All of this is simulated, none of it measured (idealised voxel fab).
The process module that follows is named voxel capacitor over wiring.
Cross-sectional view cut (width: 245 nm; square cell size: 5 nm).
How to read a cross-section here: the picture is a grid of square cells, written as bands going from the top down, and any band can span one or more rows of cells.
Top height, bottom height, nm. Materials left to right, width each, nm. Single material + "all across" = fills band edge to edge. "air" = empty.
All heights in this document are referenced to 0, defined as the level beneath which the wafer, as received, consists entirely of one material. The lowest band is not bounded below; it extends indefinitely downward and is written in the form "0 down".
When a width is written as two numbers, as in "30..40", the first number is the width in the top row of cells of the band and the second is the width in its bottom row, and the width changes by the same amount from each row to the next.
Basically "remained unchanged" means that step didn't change any cell in the cross-section.
Each empty space that has no open way to the top and spans at least 8 cells appears under "Non-vented voids" as width x height at distance, the distance counted from the left edge, all in nm.
Formally, on a step line, whatever follows the settings is a remark that the simulator itself makes on the step.
The "overlay nm" setting may appear on a step's line; for a step that uses a mask, it gives how far to the right of its planned position the mask lay, and a negative value indicates the left.

Process steps - plan:
step 1: RECEIVE (material Si)
step 2: CONFORMAL_DEP (material SiO2; thk nm 10)
step 3: CONFORMAL_DEP (material SiN; thk nm 5)
step 4: DIRECTIONAL_DEP (material SiO2; thk nm 15)
step 5: PATTERN (tone open; mask id METAL_1; material resist; width nm 30; pitch nm 95; thk nm 20; overlay nm 0)
step 6: DIRECTIONAL_ETCH (etch materials SiO2; depth nm 15)
step 7: DIRECTIONAL_ETCH (etch materials SiN; depth nm 5)
step 8: STRIP (etch materials resist)
step 9: CONFORMAL_DEP (material TiN; thk nm 5)
step 10: FILL_DEP (material W; thk nm 5)
step 11: CMP (height nm 30)
step 12: EPI (material Ru; thk nm 5)
step 13: FILL_DEP (material SiCN; thk nm 5)
step 14: DIRECTIONAL_DEP (material lowk; thk nm 20)
step 15: DIRECTIONAL_DEP (material aC; thk nm 10)
step 16: PATTERN (tone open; mask id PLUG_1; material resist; width nm 15; thk nm 30; overlay nm 0)
step 17: DIRECTIONAL_ETCH (etch materials aC; depth nm 10)
step 18: STRIP (etch materials resist)
step 19: DIRECTIONAL_ETCH (etch materials lowk; depth nm 20)
step 20: DIRECTIONAL_ETCH (etch materials SiCN; depth nm 5)
step 21: STRIP (etch materials aC)
step 22: EPI (material Ru; thk nm 10)
step 23: EPI (material Ru; thk nm 10)
step 24: EPI (material Ru; thk nm 5)
step 25: DIRECTIONAL_DEP (material TiN; thk nm 5)
step 26: DIRECTIONAL_DEP (material Al2O3; thk nm 5)
step 27: DIRECTIONAL_DEP (material TiN; thk nm 5)
step 28: PATTERN (tone cover; mask id UPPER_PLATE; material resist; width nm 70; thk nm 20; overlay nm 0)
step 29: DIRECTIONAL_ETCH (etch materials TiN; depth nm 5)
step 30: DIRECTIONAL_ETCH (etch materials Al2O3; depth nm 5)
step 31: STRIP (etch materials resist)
step 32: DIRECTIONAL_DEP (material aC; thk nm 10)
step 33: PATTERN (tone cover; mask id LOWER_PLATE; material resist; width nm 80; thk nm 30; overlay nm 0)
step 34: DIRECTIONAL_ETCH (etch materials aC; depth nm 10)
step 35: STRIP (etch materials resist)
step 36: DIRECTIONAL_ETCH (etch materials TiN; depth nm 5)
step 37: STRIP (etch materials aC)
step 38: FILL_DEP (material SiO2; thk nm 15)
step 39: CMP (height nm 85)
step 40: PATTERN (tone open; mask id PLUG_2; material resist; width nm 15; thk nm 15; overlay nm 0)
step 41: DIRECTIONAL_ETCH (etch materials SiO2; depth nm 10)
step 42: STRIP (etch materials resist)
step 43: CONFORMAL_DEP (material TiN; thk nm 5)
step 44: FILL_DEP (material Cu; thk nm 5)
step 45: CMP (height nm 85)
step 46: CONFORMAL_DEP (material SiCN; thk nm 5)

First of the two wafers, run per plan:

This is the cross-section of the wafer as we received it, i.e. after step 1:
    0 down = Si all across
    Non-vented voids: none

after step 2:
    10 to 0 = SiO2 all across
    No changes below 0.

after step 3:
    15 to 10 = SiN all across
    No changes below 10.

after step 4:
    30 to 15 = SiO2 all across
    No changes below 15.

after step 5:
    50 to 30 = resist=60, then air=30, then resist=65, then air=30, then resist=60
    No changes below 30.

after step 6:
    50 to 30 = resist=60, then air=30, then resist=65, then air=30, then resist=60
    30 to 15 = SiO2=60, then air=30, then SiO2=65, then air=30, then SiO2=60
    No changes below 15.

after step 7:
    50 to 30 = resist=60, then air=30, then resist=65, then air=30, then resist=60
    30 to 15 = SiO2=60, then air=30, then SiO2=65, then air=30, then SiO2=60
    15 to 10 = SiN=60, then air=30, then SiN=65, then air=30, then SiN=60
    No changes below 10.

after step 8:
    30 to 15 = SiO2=60, then air=30, then SiO2=65, then air=30, then SiO2=60
    No changes below 15.

after step 9:
    35 to 30 = TiN=65, then air=20, then TiN=75, then air=20, then TiN=65
    30 to 15 = SiO2=60, then TiN=5, then air=20, then TiN=5, then SiO2=65, then TiN=5, then air=20, then TiN=5, then SiO2=60
    15 to 10 = SiN=60, then TiN=30, then SiN=65, then TiN=30, then SiN=60
    No changes below 10.

after step 10:
    40 to 35 = W all across
    35 to 30 = TiN=65, then W=20, then TiN=75, then W=20, then TiN=65
    30 to 15 = SiO2=60, then TiN=5, then W=20, then TiN=5, then SiO2=65, then TiN=5, then W=20, then TiN=5, then SiO2=60
    No changes below 15.

after step 11:
    30 to 15 = SiO2=60, then TiN=5, then W=20, then TiN=5, then SiO2=65, then TiN=5, then W=20, then TiN=5, then SiO2=60
    No changes below 15.

after step 12:
    35 to 30 = air=55, then Ru=40, then air=55, then Ru=40, then air=55
    No changes below 30.

after step 13:
    40 to 35 = SiCN all across
    35 to 30 = SiCN=55, then Ru=40, then SiCN=55, then Ru=40, then SiCN=55
    No changes below 30.

after step 14:
    60 to 40 = lowk all across
    No changes below 40.

after step 15:
    70 to 60 = aC all across
    No changes below 60.

after step 16:
    100 to 70 = resist=75, then air=15, then resist=155
    No changes below 70.

after step 17:
    90 to 70 = resist=75, then air=15, then resist=155
    70 to 60 = aC=75, then air=15, then aC=155
    No changes below 60.

after step 18:
    70 to 60 = aC=75, then air=15, then aC=155
    No changes below 60.

after step 19:
    70 to 60 = aC=75, then air=15, then aC=155
    60 to 40 = lowk=75, then air=15, then lowk=155
    No changes below 40.

after step 20:
    70 to 60 = aC=75, then air=15, then aC=155
    60 to 40 = lowk=75, then air=15, then lowk=155
    40 to 35 = SiCN=75, then air=15, then SiCN=155
    No changes below 35.

after step 21:
    60 to 40 = lowk=75, then air=15, then lowk=155
    No changes below 40.

after step 22:
    60 to 45 = lowk=75, then air=15, then lowk=155
    45 to 40 = lowk=75, then Ru=15, then lowk=155
    40 to 35 = SiCN=75, then Ru=15, then SiCN=155
    No changes below 35.

after step 23:
    60 to 55 = lowk=75, then air=15, then lowk=155
    55 to 40 = lowk=75, then Ru=15, then lowk=155
    No changes below 40.

after step 24:
    60 to 40 = lowk=75, then Ru=15, then lowk=155
    No changes below 40.

after step 25:
    65 to 60 = TiN all across
    No changes below 60.

after step 26:
    70 to 65 = Al2O3 all across
    No changes below 65.

after step 27:
    75 to 70 = TiN all across
    No changes below 70.

after step 28:
    95 to 75 = air=75, then resist=70, then air=100
    No changes below 75.

after step 29:
    95 to 75 = air=75, then resist=70, then air=100
    75 to 70 = air=75, then TiN=70, then air=100
    No changes below 70.

after step 30:
    95 to 75 = air=75, then resist=70, then air=100
    75 to 70 = air=75, then TiN=70, then air=100
    70 to 65 = air=75, then Al2O3=70, then air=100
    No changes below 65.

after step 31:
    75 to 70 = air=75, then TiN=70, then air=100
    No changes below 70.

after step 32:
    85 to 75 = air=75, then aC=70, then air=100
    75 to 70 = aC=75, then TiN=70, then aC=100
    70 to 65 = aC=75, then Al2O3=70, then aC=100
    No changes below 65.

after step 33:
    115 to 85 = air=70, then resist=80, then air=95
    85 to 75 = air=70, then resist=5, then aC=70, then resist=5, then air=95
    No changes below 75.

after step 34:
    105 to 85 = air=70, then resist=80, then air=95
    85 to 75 = air=70, then resist=5, then aC=70, then resist=5, then air=95
    75 to 70 = air=70, then aC=5, then TiN=70, then aC=5, then air=95
    70 to 65 = air=70, then aC=5, then Al2O3=70, then aC=5, then air=95
    No changes below 65.

after step 35:
    85 to 75 = air=75, then aC=70, then air=100
    No changes below 75.

after step 36:
    85 to 75 = air=75, then aC=70, then air=100
    75 to 70 = air=70, then aC=5, then TiN=70, then aC=5, then air=95
    70 to 65 = air=70, then aC=5, then Al2O3=70, then aC=5, then air=95
    65 to 60 = air=70, then TiN=80, then air=95
    No changes below 60.

after step 37:
    75 to 70 = air=75, then TiN=70, then air=100
    70 to 65 = air=75, then Al2O3=70, then air=100
    No changes below 65.

after step 38:
    90 to 75 = SiO2 all across
    75 to 70 = SiO2=75, then TiN=70, then SiO2=100
    70 to 65 = SiO2=75, then Al2O3=70, then SiO2=100
    65 to 60 = SiO2=70, then TiN=80, then SiO2=95
    No changes below 60.

after step 39:
    85 to 75 = SiO2 all across
    No changes below 75.

after step 40:
    100 to 85 = resist=85, then air=15, then resist=145
    No changes below 85.

after step 41:
    100 to 85 = resist=85, then air=15, then resist=145
    85 to 75 = SiO2=85, then air=15, then SiO2=145
    No changes below 75.

after step 42:
    85 to 75 = SiO2=85, then air=15, then SiO2=145
    No changes below 75.

after step 43:
    90 to 85 = TiN=90, then air=5, then TiN=150
    85 to 80 = SiO2=85, then TiN=5, then air=5, then TiN=5, then SiO2=145
    80 to 70 = SiO2=85..75, then TiN=15..70, then SiO2=145..100
    No changes below 70.

after step 44:
    95 to 90 = Cu all across
    90 to 85 = TiN=90, then Cu=5, then TiN=150
    85 to 80 = SiO2=85, then TiN=5, then Cu=5, then TiN=5, then SiO2=145
    No changes below 80.

after step 45:
    85 to 80 = SiO2=85, then TiN=5, then Cu=5, then TiN=5, then SiO2=145
    No changes below 80.

after step 46:
    90 to 85 = SiCN all across
    No changes below 85.

Regarding the second of the two wafers: it shared the first wafer's starting condition and process plan, yet one error occurred during its execution. Its history coincides with that of the first wafer up to and including step 44:

Cross-section, second wafer, at the end time the plan gives for step 45:
    90 to 85 = TiN=90, then Cu=5, then TiN=150
    No changes below 85.

Cross-section, second wafer, at the end time the plan gives for step 46:
    95 to 90 = SiCN all across
    No changes below 90.
What broke from the plan during processing? planned and actual differ for step 45; actual: CMP (height nm 90)
FYI, end of process, the second wafer has more or fewer cells of some materials than the first: Cu +1, TiN +48
